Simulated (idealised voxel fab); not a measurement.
This section sets out a process module, namely voxel tone inversion.
Section shown: cut. Width: 260 nm. Cell size: 5 nm, square.
When this document writes out a cross-section, it uses a grid of square cells and lists it as bands, beginning at the top and moving down, with a band standing for one or more rows of cells.
Top height, bottom height, nm. Materials left to right, width each, nm. Single material + "edge to edge" = fills band edge to edge. "blank" = empty.
Heights from 0 (as-received wafer is one material below). Bottom band endless downward, as "0 down".
You'd read "30->40" like this: the band's top row of cells is as wide as the first number, its bottom row is as wide as the second, and going down, every row changes width by the same amount as the row before did.
A step reported as "changes: none" is a step in which no cell of the cross-section changed.
Look at "Enclosed empty spaces" for the closed voids: empty spaces with no open path to the top, sized 8 cells or up. Each is width x height at distance, distance from the left edge, all nm.
On a step's line, text after the settings is the simulator commenting on that step.
"overlay nm" on a masked step: distance the mask lay right of its planned place, negative for left.
List of planned process steps
1,op RECEIVE | material Si
2,op CONFORMAL_DEP | material SiCN | thk nm 10
3,op DIRECTIONAL_DEP | material aC | thk nm 25
4,op PATTERN | tone cover | mask id POSTS | material resist | width nm 25 | pitch nm 55 | thk nm 35 | overlay nm 0
5,op DIRECTIONAL_ETCH | etch materials aC | depth nm 25
6,op STRIP | etch materials resist
7,op FILL_DEP | material SiO2 | thk nm 5
8,op CMP | height nm 35
9,op STRIP | etch materials aC
Cross-sectional view of the wafer in its as-received condition, corresponding to the state after step 1
0 down  Si edge to edge
Enclosed empty spaces: none
First of two wafers, end-of-module section, run followed plan
35 to 10  60 of SiO2  25 of blank  30 of SiO2  25 of blank  30 of SiO2  25 of blank  65 of SiO2
10 to 0  SiCN edge to edge
0 down  Si edge to edge
Enclosed empty spaces: none
Here is the second of the two wafers cut open at the end of the module - same start, same plan as the first one, but we made one mistake running it
35 to 10  60 of blank  25 of SiO2  30 of blank  25 of SiO2  30 of blank  25 of SiO2  65 of blank
10 to 0  SiCN edge to edge
0 down  Si edge to edge
Enclosed empty spaces: none
Here's what went sideways: contrary to plan, step 4 was performed as op PATTERN | tone open | mask id POSTS | material resist | width nm 25 | pitch nm 55 | thk nm 35 | overlay nm 0
End of process, cell counts, second wafer against first, materials with more or fewer: -110 SiO2
